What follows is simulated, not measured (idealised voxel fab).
voxel quadruple lines: a process module
The cross-section on display is named cut; it measures 175 nm wide, and its cells are 5 nm squares.
Throughout this document, each cross-section is represented as a grid of square cells and is presented as a sequence of bands enumerated from the top downward, where a band comprises one or more rows of cells.
A band entry consists of two parts. The first gives the height of the band's top and the height of its bottom, in nm. The rest lists the band's materials from left to right, each with its width in nm. A single material labelled with the word "everywhere" fills the band from edge to edge, and the word "blank" marks empty space.
Height 0 is the level under which the wafer as received is all one material. The lowest band goes on downwards, as in "from 0 down".
Note: "30..40" means the width goes from the first number (top row of the band) to the second number (bottom row) in equal steps per row of cells.
"nothing different" for a step: no cell of the cross-section changed in that step.
This entry, "Closed cavities", enumerates those empty regions of no fewer than 8 cells that possess no open connection to the top. Each region is reported in the form width x height at distance, the distance being taken from the left edge, with all three quantities expressed in nm.
Formally, on a step line, whatever follows the settings is a remark that the simulator itself makes on the step.
A step's line can hold "overlay nm"; with a mask on that step, the setting says how far right of the planned place the mask lay, while a negative setting says it lay to the left.

# Listed below are the process steps as planned
1: RECEIVE [material Si]
2: CONFORMAL_DEP [material SiO2] [thk nm 5]
3: DIRECTIONAL_DEP [material W] [thk nm 15]
4: DIRECTIONAL_DEP [material polySi] [thk nm 15]
5: DIRECTIONAL_DEP [material aC] [thk nm 20]
6: PATTERN [tone cover] [mask id MANDREL] [material resist] [width nm 25] [thk nm 30] [overlay nm 0]
7: DIRECTIONAL_ETCH [etch materials aC] [depth nm 20]
8: STRIP [etch materials resist]
9: CONFORMAL_DEP [material SiO2] [thk nm 15]
10: DIRECTIONAL_ETCH [etch materials SiO2] [depth nm 15]
11: STRIP [etch materials aC]
12: DIRECTIONAL_ETCH [etch materials polySi] [depth nm 15]
13: STRIP [etch materials SiO2]
14: CONFORMAL_DEP [material SiCN] [thk nm 5]
15: DIRECTIONAL_ETCH [etch materials SiCN] [depth nm 5]
16: STRIP [etch materials polySi]
17: DIRECTIONAL_ETCH [etch materials W] [depth nm 15]
18: STRIP [etch materials SiCN]
19: FILL_DEP [material SiO2] [thk nm 5]
20: CMP [height nm 20]

# First wafer out of two, processed as planned

# Cross-section: wafer on arrival = after step 1
- from 0 down  Si everywhere
- Closed cavities: none

# Presented here is a cross-section of the wafer after step 2 has been performed
- from 5 to 0  SiO2 everywhere
- Below a height of 0, the structure has not been altered.

# Presented here is a cross-section of the wafer after step 3 has been performed
- from 20 to 5  W everywhere
- Below a height of 5, the structure has not been altered.

# Presented here is a cross-section of the wafer after step 4 has been performed
- from 35 to 20  polySi everywhere
- Below a height of 20, the structure has not been altered.

# Presented here is a cross-section of the wafer after step 5 has been performed
- from 55 to 35  aC everywhere
- Below a height of 35, the structure has not been altered.

# Presented here is a cross-section of the wafer after step 6 has been performed
- from 85 to 55  blank 75 nm, then resist 25 nm, then blank 75 nm
- Below a height of 55, the structure has not been altered.

# Presented here is a cross-section of the wafer after step 7 has been performed
- from 65 to 55  blank 75 nm, then resist 25 nm, then blank 75 nm
- from 55 to 35  blank 75 nm, then aC 25 nm, then blank 75 nm
- Below a height of 35, the structure has not been altered.

# Presented here is a cross-section of the wafer after step 8 has been performed
- from 55 to 35  blank 75 nm, then aC 25 nm, then blank 75 nm
- Below a height of 35, the structure has not been altered.

# Presented here is a cross-section of the wafer after step 9 has been performed
- from 70 to 55  blank 60 nm, then SiO2 55 nm, then blank 60 nm
- from 55 to 50  blank 60 nm, then SiO2 15 nm, then aC 25 nm, then SiO2 15 nm, then blank 60 nm
- from 50 to 35  SiO2 75 nm, then aC 25 nm, then SiO2 75 nm
- Below a height of 35, the structure has not been altered.

# Presented here is a cross-section of the wafer after step 10 has been performed
- from 55 to 35  blank 60 nm, then SiO2 15 nm, then aC 25 nm, then SiO2 15 nm, then blank 60 nm
- Below a height of 35, the structure has not been altered.

# Presented here is a cross-section of the wafer after step 11 has been performed
- from 55 to 35  blank 60 nm, then SiO2 15 nm, then blank 25 nm, then SiO2 15 nm, then blank 60 nm
- Below a height of 35, the structure has not been altered.

# Presented here is a cross-section of the wafer after step 12 has been performed
- from 55 to 35  blank 60 nm, then SiO2 15 nm, then blank 25 nm, then SiO2 15 nm, then blank 60 nm
- from 35 to 20  blank 60 nm, then polySi 15 nm, then blank 25 nm, then polySi 15 nm, then blank 60 nm
- Below a height of 20, the structure has not been altered.

# Presented here is a cross-section of the wafer after step 13 has been performed
- from 35 to 20  blank 60 nm, then polySi 15 nm, then blank 25 nm, then polySi 15 nm, then blank 60 nm
- Below a height of 20, the structure has not been altered.

# Presented here is a cross-section of the wafer after step 14 has been performed
- from 40 to 35  blank 55 nm, then SiCN 25 nm, then blank 15 nm, then SiCN 25 nm, then blank 55 nm
- from 35 to 25  blank 55 nm, then SiCN 5 nm, then polySi 15 nm, then SiCN 5 nm, then blank 15 nm, then SiCN 5 nm, then polySi 15 nm, then SiCN 5 nm, then blank 55 nm
- from 25 to 20  SiCN 60 nm, then polySi 15 nm, then SiCN 25 nm, then polySi 15 nm, then SiCN 60 nm
- Below a height of 20, the structure has not been altered.

# Presented here is a cross-section of the wafer after step 15 has been performed
- from 35 to 20  blank 55 nm, then SiCN 5 nm, then polySi 15 nm, then SiCN 5 nm, then blank 15 nm, then SiCN 5 nm, then polySi 15 nm, then SiCN 5 nm, then blank 55 nm
- Below a height of 20, the structure has not been altered.

# Presented here is a cross-section of the wafer after step 16 has been performed
- from 35 to 20  blank 55 nm, then SiCN 5 nm, then blank 15 nm, then SiCN 5 nm, then blank 15 nm, then SiCN 5 nm, then blank 15 nm, then SiCN 5 nm, then blank 55 nm
- Below a height of 20, the structure has not been altered.

# Presented here is a cross-section of the wafer after step 17 has been performed
- from 35 to 20  blank 55 nm, then SiCN 5 nm, then blank 15 nm, then SiCN 5 nm, then blank 15 nm, then SiCN 5 nm, then blank 15 nm, then SiCN 5 nm, then blank 55 nm
- from 20 to 5  blank 55 nm, then W 5 nm, then blank 15 nm, then W 5 nm, then blank 15 nm, then W 5 nm, then blank 15 nm, then W 5 nm, then blank 55 nm
- Below a height of 5, the structure has not been altered.

# Presented here is a cross-section of the wafer after step 18 has been performed
- from 20 to 5  blank 55 nm, then W 5 nm, then blank 15 nm, then W 5 nm, then blank 15 nm, then W 5 nm, then blank 15 nm, then W 5 nm, then blank 55 nm
- Below a height of 5, the structure has not been altered.

# Presented here is a cross-section of the wafer after step 19 has been performed
- from 25 to 20  SiO2 everywhere
- from 20 to 5  SiO2 55 nm, then W 5 nm, then SiO2 15 nm, then W 5 nm, then SiO2 15 nm, then W 5 nm, then SiO2 15 nm, then W 5 nm, then SiO2 55 nm
- Below a height of 5, the structure has not been altered.

# Presented here is a cross-section of the wafer after step 20 has been performed
- from 20 to 5  SiO2 55 nm, then W 5 nm, then SiO2 15 nm, then W 5 nm, then SiO2 15 nm, then W 5 nm, then SiO2 15 nm, then W 5 nm, then SiO2 55 nm
- Below a height of 5, the structure has not been altered.

# Wafer two. Identical start, identical plan. One mistake in execution. Identical history through step 5

# Cross-sectional view of the second wafer at the intended end time of process step 6
- from 85 to 55  resist 75 nm, then blank 25 nm, then resist 75 nm
- Below a height of 55, the structure has not been altered.

# Cross-sectional view of the second wafer at the intended end time of process step 7
- from 65 to 55  resist 75 nm, then blank 25 nm, then resist 75 nm
- from 55 to 35  aC 75 nm, then blank 25 nm, then aC 75 nm
- Below a height of 35, the structure has not been altered.

# Cross-sectional view of the second wafer at the intended end time of process step 8
- from 55 to 35  aC 75 nm, then blank 25 nm, then aC 75 nm
- Below a height of 35, the structure has not been altered.

# Cross-sectional view of the second wafer at the intended end time of process step 9
- from 70 to 55  SiO2 everywhere
- from 55 to 35  aC 75 nm, then SiO2 25 nm, then aC 75 nm
- Below a height of 35, the structure has not been altered.

# Cross-sectional view of the second wafer at the intended end time of process step 10
- from 55 to 35  aC 75 nm, then SiO2 25 nm, then aC 75 nm
- Below a height of 35, the structure has not been altered.

# Cross-sectional view of the second wafer at the intended end time of process step 11
- from 55 to 35  blank 75 nm, then SiO2 25 nm, then blank 75 nm
- Below a height of 35, the structure has not been altered.

# Cross-sectional view of the second wafer at the intended end time of process step 12
- from 55 to 35  blank 75 nm, then SiO2 25 nm, then blank 75 nm
- from 35 to 20  blank 75 nm, then polySi 25 nm, then blank 75 nm
- Below a height of 20, the structure has not been altered.

# Cross-sectional view of the second wafer at the intended end time of process step 13
- from 35 to 20  blank 75 nm, then polySi 25 nm, then blank 75 nm
- Below a height of 20, the structure has not been altered.

# Cross-sectional view of the second wafer at the intended end time of process step 14
- from 40 to 35  blank 70 nm, then SiCN 35 nm, then blank 70 nm
- from 35 to 25  blank 70 nm, then SiCN 5 nm, then polySi 25 nm, then SiCN 5 nm, then blank 70 nm
- from 25 to 20  SiCN 75 nm, then polySi 25 nm, then SiCN 75 nm
- Below a height of 20, the structure has not been altered.

# Cross-sectional view of the second wafer at the intended end time of process step 15
- from 35 to 20  blank 70 nm, then SiCN 5 nm, then polySi 25 nm, then SiCN 5 nm, then blank 70 nm
- Below a height of 20, the structure has not been altered.

# Cross-sectional view of the second wafer at the intended end time of process step 16
- from 35 to 20  blank 70 nm, then SiCN 5 nm, then blank 25 nm, then SiCN 5 nm, then blank 70 nm
- Below a height of 20, the structure has not been altered.

# Cross-sectional view of the second wafer at the intended end time of process step 17
- from 35 to 20  blank 70 nm, then SiCN 5 nm, then blank 25 nm, then SiCN 5 nm, then blank 70 nm
- from 20 to 5  blank 70 nm, then W 5 nm, then blank 25 nm, then W 5 nm, then blank 70 nm
- Below a height of 5, the structure has not been altered.

# Cross-sectional view of the second wafer at the intended end time of process step 18
- from 20 to 5  blank 70 nm, then W 5 nm, then blank 25 nm, then W 5 nm, then blank 70 nm
- Below a height of 5, the structure has not been altered.

# Cross-sectional view of the second wafer at the intended end time of process step 19
- from 25 to 20  SiO2 everywhere
- from 20 to 5  SiO2 70 nm, then W 5 nm, then SiO2 25 nm, then W 5 nm, then SiO2 70 nm
- Below a height of 5, the structure has not been altered.

# Cross-sectional view of the second wafer at the intended end time of process step 20
- from 20 to 5  SiO2 70 nm, then W 5 nm, then SiO2 25 nm, then W 5 nm, then SiO2 70 nm
- Below a height of 5, the structure has not been altered.
Diagnosis: it should be noted that step 6 was executed with settings other than those planned, the operation and settings actually applied being PATTERN [tone open] [mask id MANDREL] [material resist] [width nm 25] [thk nm 30] [overlay nm 0]
At the finish, the second wafer shows more or fewer cells for some materials than the first does: SiO2 +6, W -6
